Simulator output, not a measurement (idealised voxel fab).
process module | voxel ribs on slabs
cross-section cut | 150 nm wide | cells 5 nm
A cross-section is a grid of square cells, given in bands from the top down. A band is one or more rows of cells.
Each band's line starts with the height of the band's top and of its bottom, in nm. Then come its materials from left to right, each with its width in nm. One material with "throughout" fills the band from edge to edge. "air" is empty space.
Height 0 is the level under which the wafer as received is all one material. The lowest band goes on downwards, as in "0 down".
A width such as "30 to 40" changes by the same amount from each row of cells to the next, from the band's top row to its bottom row.
"no change" after a step means that no cell of the cross-section changed.
closed voids: empty space of 8 cells or more with no open way to the top, each as width x height at its distance from the left edge, in nm
after a step's settings: what the simulator itself notes on the step
overlay nm, on a step with a mask: how far to the right of its planned place the mask lay; to the left if negative
plan
1 op RECEIVE | material Si
2 op DIRECTIONAL_DEP | material SiO2 | thk nm 25
3 op DIRECTIONAL_DEP | material polySi | thk nm 25
4 op DIRECTIONAL_DEP | material aC | thk nm 10
5 op PATTERN | tone cover | mask id RIB | material resist | width nm 25 | thk nm 25 | overlay nm 0
6 op DIRECTIONAL_ETCH | etch materials aC | depth nm 10
7 op STRIP | etch materials resist
8 op DIRECTIONAL_ETCH | etch materials polySi | depth nm 10
9 op STRIP | etch materials aC
10 op MASKED_ETCH | tone cover | mask id SLAB | width nm 55 | etch materials polySi | depth nm 15 | overlay nm 0
11 op FILL_DEP | material SiO2 | thk nm 15
12 op CMP | height nm 60
13 op DIRECTIONAL_DEP | material W | thk nm 5
14 op DIRECTIONAL_DEP | material aC | thk nm 10
15 op PATTERN | tone cover | mask id HEATER | material resist | width nm 35 | thk nm 30 | overlay nm 0
16 op DIRECTIONAL_ETCH | etch materials aC | depth nm 10
17 op STRIP | etch materials resist
18 op DIRECTIONAL_ETCH | etch materials W | depth nm 5
19 op STRIP | etch materials aC
20 op CONFORMAL_DEP | material SiN | thk nm 5
as received, after step 1
  0 down: Si throughout
  closed voids: none
a wafer at the end: this start, this plan, one mistake
  70 to 65: air 50 | SiN 45 | air 55
  65 to 60: SiN 55 | W 35 | SiN 60
  60 to 50: SiO2 45 | polySi 55 | SiO2 50
  50 to 25: polySi throughout
  25 to 0: SiO2 throughout
  0 down: Si throughout
  closed voids: none
what went wrong: step 3 was run twice
